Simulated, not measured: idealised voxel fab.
Title: Process Module voxel gate over fins
FYI the section here is cut, 205 nm wide, cells are 5 nm squares.
How to read a cross-section here: the picture is a grid of square cells, written as bands going from the top down, and any band can span one or more rows of cells. In this notation a band is specified by the heights of its top and bottom, in that order and in nm, after which its materials appear from left to right, each paired with its width in nm. The word "all across" attached to a single material means that material fills the band from edge to edge; the word "air" stands for empty space. Zero point of the height axis is 0; under it, received wafer = one material. Lowest band: continues down indefinitely, "0 down". Think of "30..40" as a width that walks from the first number to the second as you go down the band, top row to bottom row, taking equal-sized steps from row to row. "identical to before", as given for a step, is the statement that not any cell of the cross-section underwent a change during that step. "Closed internal cavities" lists enclosed empty spaces (at least 8 cells, no open path upward to the top), each as width x height at distance from the left edge, in nm. If you see something after the settings on a step's line, that's the simulator's own remark about that step. "overlay nm", when on a step's line for a step with a mask, measures how far to the right of its planned place the mask lay; a negative measure means to the left.

Listed below are the process steps as planned
1. RECEIVE: material Si
2. CONFORMAL_DEP: material SiN, thk nm 10
3. MASKED_ETCH: tone cover, mask id FINS, width nm 15, pitch nm 40, etch materials SiN, depth nm 10, overlay nm 0
4. MASKED_ETCH: tone cover, mask id FINS, width nm 15, pitch nm 40, etch materials Si, depth nm 40, overlay nm 0
5. FILL_DEP: material SiO2, thk nm 5
6. CMP: height nm 10
7. SELECTIVE_ETCH: etch materials SiO2, depth nm 20
8. STRIP: etch materials SiN
9. CONFORMAL_DEP: material HfO2, thk nm 5
10. CONFORMAL_DEP: material TiN, thk nm 5
11. CONFORMAL_DEP: material TiAl, thk nm 5
12. CONFORMAL_DEP: material TiN, thk nm 5
13. FILL_DEP: material W, thk nm 15
14. CMP: height nm 30
15. CONFORMAL_DEP: material SiN, thk nm 10

Wafer cross-section on receipt, i.e. after step 1
0 down = Si all across
Closed internal cavities: none

Wafer cross-section at module end: first of two, run to plan
40 to 30 = SiN all across
30 to 20 = W all across
20 to 15 = 55 of W | 95 of TiN | 55 of W
15 to 10 = 55 of W | 5 of TiN | 85 of TiAl | 5 of TiN | 55 of W
10 to 5 = 60 of TiN | 5 of TiAl | 35 of TiN | 5 of TiAl | 35 of TiN | 5 of TiAl | 60 of TiN
5 to 0 = 65 of TiAl | 5 of TiN | 25 of HfO2 | 5 of TiN | 5 of TiAl | 5 of TiN | 25 of HfO2 | 5 of TiN | 65 of TiAl
0 to -5 = 70 of TiN | 5 of HfO2 | 15 of Si | 5 of HfO2 | 15 of TiN | 5 of HfO2 | 15 of Si | 5 of HfO2 | 70 of TiN
-5 to -10 = 75 of HfO2 | 15 of Si | 25 of HfO2 | 15 of Si | 75 of HfO2
-10 to -40 = 75 of SiO2 | 15 of Si | 25 of SiO2 | 15 of Si | 75 of SiO2
-40 down = Si all across
Closed internal cavities: none

Wafer two, sectioned after the module: the first wafer's start, the first wafer's plan, and one mistake in how it was run
40 to 30 = TiAl all across
30 to 20 = W all across
20 to 15 = 55 of W | 95 of TiN | 55 of W
15 to 10 = 55 of W | 5 of TiN | 85 of TiAl | 5 of TiN | 55 of W
10 to 5 = 60 of TiN | 5 of TiAl | 35 of TiN | 5 of TiAl | 35 of TiN | 5 of TiAl | 60 of TiN
5 to 0 = 65 of TiAl | 5 of TiN | 25 of HfO2 | 5 of TiN | 5 of TiAl | 5 of TiN | 25 of HfO2 | 5 of TiN | 65 of TiAl
0 to -5 = 70 of TiN | 5 of HfO2 | 15 of Si | 5 of HfO2 | 15 of TiN | 5 of HfO2 | 15 of Si | 5 of HfO2 | 70 of TiN
-5 to -10 = 75 of HfO2 | 15 of Si | 25 of HfO2 | 15 of Si | 75 of HfO2
-10 to -40 = 75 of SiO2 | 15 of Si | 25 of SiO2 | 15 of Si | 75 of SiO2
-40 down = Si all across
Closed internal cavities: none
Short version of what went wrong: step 15 was not run as planned; what actually ran was CONFORMAL_DEP: material TiAl, thk nm 10
Counted in cells at the end, the second wafer holds more or fewer of these materials than the first: 82 fewer of SiN; 82 more of TiAl
